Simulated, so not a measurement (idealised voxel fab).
The process module presented herein is designated voxel air gaps.
Cross-sectional view cut (width: 200 nm; square cell size: 5 nm).
For the purposes of this document, a cross-section shall be understood as a grid of square cells, specified as bands listed in top-to-bottom order, each band consisting of one or more rows of cells. Band entry format. Leading values: height of top, height of bottom, nm. Remainder: materials in left-to-right order, each with its width in nm. Special words: "throughout" on a single material, which then fills the band edge to edge; "empty", empty space. Height datum 0, below which the as-received substrate wafer is one material. Lowest band open at the bottom, running downward: "from 0 down". The expression "30..40" gives the width at the extremes of the band, the first number at its top row of cells and the second at its bottom row, with the width changing by equal amounts from each row to the next in between. "nothing was modified" for a step: no cell of the cross-section changed in that step. What "Non-vented voids" gives you is every empty space of 8 cells or more that is cut off from the top. Each appears as width x height at distance, with the distance taken from the left edge and width, height and distance all in nm. That trailing text on a step's line, after the settings, is the simulator's own remark on the step. The "overlay nm" setting may appear on a step's line; for a step that uses a mask, it gives how far to the right of its planned position the mask lay, and a negative value indicates the left.
Planned step list for the process
1 RECEIVE with material Si
2 CONFORMAL_DEP with material SiO2, thk nm 15
3 CONFORMAL_DEP with material SiCN, thk nm 5
4 DIRECTIONAL_DEP with material lowk, thk nm 30
5 PATTERN with tone open, mask id LINES, material resist, width nm 20, pitch nm 45, thk nm 20, overlay nm 0
6 DIRECTIONAL_ETCH with etch materials lowk, depth nm 30
7 STRIP with etch materials resist
8 CONFORMAL_DEP with material TiN, thk nm 5
9 FILL_DEP with material Ru, thk nm 5
10 CMP with height nm 50
11 EPI with material Ru, thk nm 10
12 SELECTIVE_ETCH with etch materials lowk, depth nm 40
13 CONFORMAL_DEP with material SiCN, thk nm 5
Cross-section, incoming material, after step 1
  from 0 down: Si throughout
  Non-vented voids: none
The following cross-section depicts the wafer upon conclusion of the module. Processing commenced from the starting condition illustrated above and adhered to the plan illustrated above, save for one mistake in execution
  from 65 to 60: empty 30, then SiCN 145, then empty 25
  from 60 to 50: empty 30, then SiCN 5, then Ru 135, then SiCN 5, then empty 25
  from 50 to 45: empty 30, then SiCN 15, then TiN 5, then Ru 15, then TiN 5, then lowk 20, then TiN 5, then Ru 15, then TiN 5, then lowk 20, then TiN 5, then Ru 15, then TiN 5, then SiCN 15, then empty 25
  from 45 to 25: empty 40, then SiCN 5, then TiN 5, then Ru 15, then TiN 5, then lowk 20, then TiN 5, then Ru 15, then TiN 5, then lowk 20, then TiN 5, then Ru 15, then TiN 5, then SiCN 5, then empty 35
  from 25 to 20: SiCN 45, then TiN 25, then lowk 20, then TiN 25, then lowk 20, then TiN 25, then SiCN 40
  from 20 to 15: SiCN throughout
  from 15 to 0: SiO2 throughout
  from 0 down: Si throughout
  Non-vented voids: none
It is concluded that the wafer was processed incorrectly with respect to the plan, in that heads up, step 5 didn't go per plan, it actually ran as PATTERN with tone open, mask id LINES, material resist, width nm 25, pitch nm 45, thk nm 20, overlay nm 0
